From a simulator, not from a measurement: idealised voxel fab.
Process module name: voxel released beams
Cross-sectional view cut (width: 255 nm; square cell size: 5 nm).
If you're reading a cross-section in this doc, picture square cells in a grid; it comes to you as bands, top ones listed first down to the bottom, and a band can be one or more rows of cells. In this notation a band is specified by the heights of its top and bottom, in that order and in nm, after which its materials appear from left to right, each paired with its width in nm. The word "edge to edge" attached to a single material means that material fills the band from edge to edge; the word "air" stands for empty space. Height is counted from the level 0, under which the received wafer is composed throughout of one material. The lowest of the bands is not closed at the bottom but continues downward, in the notation "0 down". When a width is written as two numbers, as in "30 to 40", the first number is the width in the top row of cells of the band and the second is the width in its bottom row, and the width changes by the same amount from each row to the next. You'll sometimes find "nothing was modified" written for a step, and that's the way of saying that nowhere in the cross-section did a cell change during that step. "Enclosed internal cavities" specifies each empty space that is not open to the top and that occupies no fewer than 8 cells, using the form width x height at distance, the distance measured from the left edge and all three quantities in nm. Heads up: the bit after the settings on a step's line is the simulator's remark on that step. A step line may carry the setting "overlay nm", which, for steps involving a mask, states the distance by which the mask lay to the right of its intended position; negative values denote displacement to the left.
[List of planned process steps]
| 1 | RECEIVE,material Si |
| 2 | CONFORMAL_DEP,material Al2O3,thk nm 5 |
| 3 | DIRECTIONAL_DEP,material SiO2,thk nm 15 |
| 4 | MASKED_ETCH,tone open,mask id ANCHOR,width nm 35,etch materials SiO2,depth nm 15,overlay nm 0 |
| 5 | CONFORMAL_DEP,material W,thk nm 10 |
| 6 | DIRECTIONAL_DEP,material aC,thk nm 10 |
| 7 | PATTERN,tone cover,mask id BEAM,material resist,width nm 95,thk nm 30,overlay nm 0 |
| 8 | DIRECTIONAL_ETCH,etch materials aC,depth nm 10 |
| 9 | STRIP,etch materials resist |
| 10 | DIRECTIONAL_ETCH,etch materials W,depth nm 10 |
| 11 | STRIP,etch materials aC |
| 12 | STRIP,etch materials SiO2 |
[Cross-section of the wafer as it came to us, i.e., already through step 1]
0 down  Si edge to edge
Enclosed internal cavities: none
[Cross-sectional image of the first of two wafers at the end of the module, the run having proceeded as planned]
30 to 20  75 nm air; 15 nm W; 15 nm air; 65 nm W; 85 nm air
20 to 15  80 nm air; 10 nm W; 15 nm air; 10 nm W; 140 nm air
15 to 5  80 nm air; 35 nm W; 140 nm air
5 to 0  Al2O3 edge to edge
0 down  Si edge to edge
Enclosed internal cavities: none
[This is the second of the two wafers, cross-sectioned at the end of the module; it started exactly like the first and was given the same plan, but it was run with one mistake]
25 to 15  75 nm air; 15 nm W; 15 nm air; 65 nm W; 85 nm air
15 to 10  80 nm air; 10 nm W; 15 nm air; 10 nm W; 140 nm air
10 to 0  80 nm air; 35 nm W; 140 nm air
0 down  Si edge to edge
Enclosed internal cavities: none
The mistake made against the process plan was this: plan step 2 was not performed, having been skipped
Cell-count delta at end, second wafer over first, by material: Al2O3: 51 fewer
